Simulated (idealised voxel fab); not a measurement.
process module | voxel ribs on slabs
cross-section cut | 195 nm wide | cells 5 nm
A cross-section is a grid of square cells, given in bands from the top down. A band is one or more rows of cells.
Each band's line starts with the height of the band's top and of its bottom, in nm. Then come its materials from left to right, each with its width in nm. One material with "throughout" fills the band from edge to edge. "air" is empty space.
Height 0 is the level under which the wafer as received is all one material. The lowest band goes on downwards, as in "0 down".
A width such as "30 to 40" changes by the same amount from each row of cells to the next, from the band's top row to its bottom row.
"no change" after a step means that no cell of the cross-section changed.
closed voids: empty space of 8 cells or more with no open way to the top, each as width x height at its distance from the left edge, in nm
after a step's settings: what the simulator itself notes on the step
overlay nm, on a step with a mask: how far to the right of its planned place the mask lay; to the left if negative
plan
1 op RECEIVE | material Si
2 op DIRECTIONAL_DEP | material SiO2 | thk nm 20
3 op DIRECTIONAL_DEP | material polySi | thk nm 25
4 op PATTERN | tone cover | mask id RIB | material resist | width nm 20 | thk nm 15 | overlay nm 0
5 op DIRECTIONAL_ETCH | etch materials polySi | depth nm 15
6 op STRIP | etch materials resist
7 op DIRECTIONAL_DEP | material aC | thk nm 10
8 op PATTERN | tone cover | mask id SLAB | material resist | width nm 80 | thk nm 25 | overlay nm 0
9 op DIRECTIONAL_ETCH | etch materials aC | depth nm 10
10 op STRIP | etch materials resist
11 op DIRECTIONAL_ETCH | etch materials polySi | depth nm 10
12 op STRIP | etch materials aC
13 op FILL_DEP | material SiO2 | thk nm 20
14 op CMP | height nm 60
15 op DIRECTIONAL_DEP | material TiN | thk nm 5
16 op PATTERN | tone cover | mask id HEATER | material resist | width nm 30 | thk nm 15 | overlay nm 0
17 op DIRECTIONAL_ETCH | etch materials TiN | depth nm 5
18 op STRIP | etch materials resist
19 op CONFORMAL_DEP | material SiO2 | thk nm 10
as received, after step 1
  0 down: Si throughout
  closed voids: none
a wafer at the end: this start, this plan, one mistake
  65 to 60: air 80 | TiN 30 | air 85
  60 to 45: SiO2 throughout
  45 to 30: SiO2 85 | polySi 20 | SiO2 90
  30 to 20: SiO2 55 | polySi 80 | SiO2 60
  20 to 0: SiO2 throughout
  0 down: Si throughout
  closed voids: none
what went wrong: step 19 was left out
